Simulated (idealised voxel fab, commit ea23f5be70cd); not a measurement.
voxel ribs on slabs: a process module
We display cut, a cross-section 220 nm in width whose square cells are each 5 nm.
Square cells in a grid make up a cross-section in this document, and the grid is given as bands, listed from the top down, each one or more rows of cells.
Each band's line starts with the height of the band's top and of its bottom, in nm. Then come its materials from left to right, each with its width in nm. One material with "all across" fills the band from edge to edge. "blank" is empty space.
Counting heights begins at 0, where everything beneath is, in the wafer as received, one material. The lowest band has no bottom; it goes on downwards, as "from 0 down" shows.
A width given as "30..40" starts at the first number in the band's top row and ends at the second number in its bottom row, shifting by an equal amount at every step from row to row.
When a step is marked "nothing was modified", none of the cells in the cross-section changed during that step.
If an empty space has no open way to the top and is at least 8 cells in size, "Closed void catalog" lists it, written width x height at distance, where distance is measured from the left edge and every value is in nm.
If you see something after the settings on a step's line, that's the simulator's own remark about that step.
overlay nm: step with mask; distance mask lay right of planned place; negative value = left of planned place.

# plan
1: RECEIVE [material Si]
2: DIRECTIONAL_DEP [material SiO2] [thk nm 30]
3: DIRECTIONAL_DEP [material polySi] [thk nm 15]
4: MASKED_ETCH [tone cover] [mask id RIB] [width nm 15] [etch materials polySi] [depth nm 10] [overlay nm 0]
5: MASKED_ETCH [tone cover] [mask id SLAB] [width nm 65] [etch materials polySi] [depth nm 5] [overlay nm 0]
6: FILL_DEP [material SiO2] [thk nm 25]
7: CMP [height nm 65]
8: DIRECTIONAL_DEP [material TiN] [thk nm 10]
9: PATTERN [tone cover] [mask id HEATER] [material resist] [width nm 25] [thk nm 20] [overlay nm 0]
10: DIRECTIONAL_ETCH [etch materials TiN] [depth nm 10]
11: STRIP [etch materials resist]
12: CONFORMAL_DEP [material SiO2] [thk nm 5]

# Cross-section of the wafer upon arrival, representing the state reached after step 1
  from 0 down: Si all across
  Closed void catalog: none

# Run as planned - first of the two wafers cross-sectioned at the end of the module
  from 80 to 75: blank 90, then SiO2 35, then blank 95
  from 75 to 70: blank 90, then SiO2 5, then TiN 25, then SiO2 5, then blank 95
  from 70 to 65: SiO2 95, then TiN 25, then SiO2 100
  from 65 to 45: SiO2 all across
  from 45 to 35: SiO2 100, then polySi 15, then SiO2 105
  from 35 to 30: SiO2 75, then polySi 65, then SiO2 80
  from 30 to 0: SiO2 all across
  from 0 down: Si all across
  Closed void catalog: none

# Now the second wafer, cross-sectioned at the end of the module. Nothing different at the start, nothing different in the plan compared with the first, just one mistake when it was actually run
  from 80 to 75: blank 90, then SiO2 35, then blank 95
  from 75 to 70: blank 90, then SiO2 5, then TiN 25, then SiO2 5, then blank 95
  from 70 to 65: SiO2 95, then TiN 25, then SiO2 100
  from 65 to 45: SiO2 all across
  from 45 to 35: SiO2 100, then polySi 15, then SiO2 105
  from 35 to 30: SiO2 80, then polySi 65, then SiO2 75
  from 30 to 0: SiO2 all across
  from 0 down: Si all across
  Closed void catalog: none
Here's what went sideways: step 5 did not happen as planned, as run it was MASKED_ETCH [tone cover] [mask id SLAB] [width nm 65] [etch materials polySi] [depth nm 5] [overlay nm 5]
If you tally the cells, the second wafer ends up with the same amount of every material as the first; it's all just sitting in different places.
